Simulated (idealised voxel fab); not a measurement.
process module | voxel wiring stack
cross-section cut | 290 nm wide | cells 5 nm
A cross-section is a grid of square cells, given in bands from the top down. A band is one or more rows of cells.
Each band's line starts with the height of the band's top and of its bottom, in nm. Then come its materials from left to right, each with its width in nm. One material with "throughout" fills the band from edge to edge. "air" is empty space.
Height 0 is the level under which the wafer as received is all one material. The lowest band goes on downwards, as in "0 down".
A width such as "30 to 40" changes by the same amount from each row of cells to the next, from the band's top row to its bottom row.
"no change" after a step means that no cell of the cross-section changed.
closed voids: empty space of 8 cells or more with no open way to the top, each as width x height at its distance from the left edge, in nm
after a step's settings: what the simulator itself notes on the step
overlay nm, on a step with a mask: how far to the right of its planned place the mask lay; to the left if negative
plan
1 op RECEIVE | material Si
2 op CONFORMAL_DEP | material SiO2 | thk nm 15
3 op CONFORMAL_DEP | material SiCN | thk nm 5
4 op DIRECTIONAL_DEP | material SiO2 | thk nm 20
5 op PATTERN | tone open | mask id METAL_1 | material resist | width nm 30 | pitch nm 50 | thk nm 15 | overlay nm 0
6 op DIRECTIONAL_ETCH | etch materials SiO2 | depth nm 20
7 op DIRECTIONAL_ETCH | etch materials SiCN | depth nm 5
8 op STRIP | etch materials resist
9 op CONFORMAL_DEP | material TiN | thk nm 5
10 op FILL_DEP | material Cu | thk nm 5
11 op CMP | height nm 40
12 op EPI | material Ru | thk nm 5
13 op FILL_DEP | material SiCN | thk nm 5
14 op DIRECTIONAL_DEP | material lowk | thk nm 20
15 op DIRECTIONAL_DEP | material aC | thk nm 15
16 op PATTERN | tone open | mask id PLUG_1 | material resist | width nm 15 | pitch nm 50 | thk nm 35 | overlay nm 0
17 op DIRECTIONAL_ETCH | etch materials aC | depth nm 15
18 op STRIP | etch materials resist
19 op DIRECTIONAL_ETCH | etch materials lowk | depth nm 20
20 op DIRECTIONAL_ETCH | etch materials SiCN | depth nm 5
21 op STRIP | etch materials aC
22 op CONFORMAL_DEP | material TiN | thk nm 5
23 op FILL_DEP | material Ru | thk nm 5
24 op CMP | height nm 70
25 op CONFORMAL_DEP | material SiN | thk nm 5
26 op DIRECTIONAL_DEP | material lowk | thk nm 15
27 op MASKED_ETCH | tone open | mask id METAL_2 | width nm 30 | pitch nm 50 | etch materials lowk | depth nm 15 | overlay nm 0
28 op MASKED_ETCH | tone open | mask id METAL_2 | width nm 30 | pitch nm 50 | etch materials SiN | depth nm 5 | overlay nm 0
29 op CONFORMAL_DEP | material TiN | thk nm 5
30 op FILL_DEP | material Cu | thk nm 10
31 op CMP | height nm 90
32 op CONFORMAL_DEP | material SiCN | thk nm 5
as received, after step 1
  0 down: Si throughout
  closed voids: none
first wafer at the end, as planned
  95 to 90: SiCN throughout
  90 to 75: lowk 55 | TiN 5 | Cu 20 | TiN 5 | lowk 20 | TiN 5 | Cu 20 | TiN 5 | lowk 20 | TiN 5 | Cu 20 | TiN 5 | lowk 20 | TiN 5 | Cu 20 | TiN 5 | lowk 55
  75 to 70: SiN 55 | TiN 30 | SiN 20 | TiN 30 | SiN 20 | TiN 30 | SiN 20 | TiN 30 | SiN 55
  70 to 50: lowk 55 | TiN 5 | Ru 5 | TiN 5 | lowk 35 | TiN 5 | Ru 5 | TiN 5 | lowk 35 | TiN 5 | Ru 5 | TiN 5 | lowk 35 | TiN 5 | Ru 5 | TiN 5 | lowk 70
  50 to 45: SiCN 55 | TiN 15 | SiCN 35 | TiN 15 | SiCN 35 | TiN 15 | SiCN 35 | TiN 15 | SiCN 70
  45 to 40: SiCN 50 | Ru 40 | SiCN 10 | Ru 40 | SiCN 10 | Ru 40 | SiCN 10 | Ru 40 | SiCN 50
  40 to 20: SiO2 55 | TiN 5 | Cu 20 | TiN 5 | SiO2 20 | TiN 5 | Cu 20 | TiN 5 | SiO2 20 | TiN 5 | Cu 20 | TiN 5 | SiO2 20 | TiN 5 | Cu 20 | TiN 5 | SiO2 55
  20 to 15: SiCN 55 | TiN 30 | SiCN 20 | TiN 30 | SiCN 20 | TiN 30 | SiCN 20 | TiN 30 | SiCN 55
  15 to 0: SiO2 throughout
  0 down: Si throughout
  closed voids: none
second wafer at the end: like start, like plan, one mistake
  95 to 90: SiCN throughout
  90 to 75: lowk 55 | TiN 5 | Cu 20 | TiN 5 | lowk 20 | TiN 5 | Cu 20 | TiN 5 | lowk 20 | TiN 5 | Cu 20 | TiN 5 | lowk 20 | TiN 5 | Cu 20 | TiN 5 | lowk 55
  75 to 70: SiN 55 | TiN 30 | SiN 20 | TiN 30 | SiN 20 | TiN 30 | SiN 20 | TiN 30 | SiN 55
  70 to 65: TiN 60 | Ru 5 | TiN 45 | Ru 5 | TiN 45 | Ru 5 | TiN 45 | Ru 5 | TiN 75
  65 to 45: lowk 55 | TiN 5 | Ru 5 | TiN 5 | lowk 35 | TiN 5 | Ru 5 | TiN 5 | lowk 35 | TiN 5 | Ru 5 | TiN 5 | lowk 35 | TiN 5 | Ru 5 | TiN 5 | lowk 70
  45 to 40: SiCN 55 | TiN 15 | SiCN 35 | TiN 15 | SiCN 35 | TiN 15 | SiCN 35 | TiN 15 | SiCN 70
  40 to 35: SiCN 50 | Ru 40 | SiCN 10 | Ru 40 | SiCN 10 | Ru 40 | SiCN 10 | Ru 40 | SiCN 50
  35 to 20: SiO2 55 | TiN 5 | Cu 20 | TiN 5 | SiO2 20 | TiN 5 | Cu 20 | TiN 5 | SiO2 20 | TiN 5 | Cu 20 | TiN 5 | SiO2 20 | TiN 5 | Cu 20 | TiN 5 | SiO2 55
  20 to 15: SiCN 55 | TiN 30 | SiCN 20 | TiN 30 | SiCN 20 | TiN 30 | SiCN 20 | TiN 30 | SiCN 55
  15 to 0: SiO2 throughout
  0 down: Si throughout
  closed voids: none
what went wrong: step 11 ran as: op CMP | height nm 35
at the end the second wafer has, in cells: 16 fewer of Cu | 4 more of Ru | 34 fewer of SiO2 | 46 more of TiN
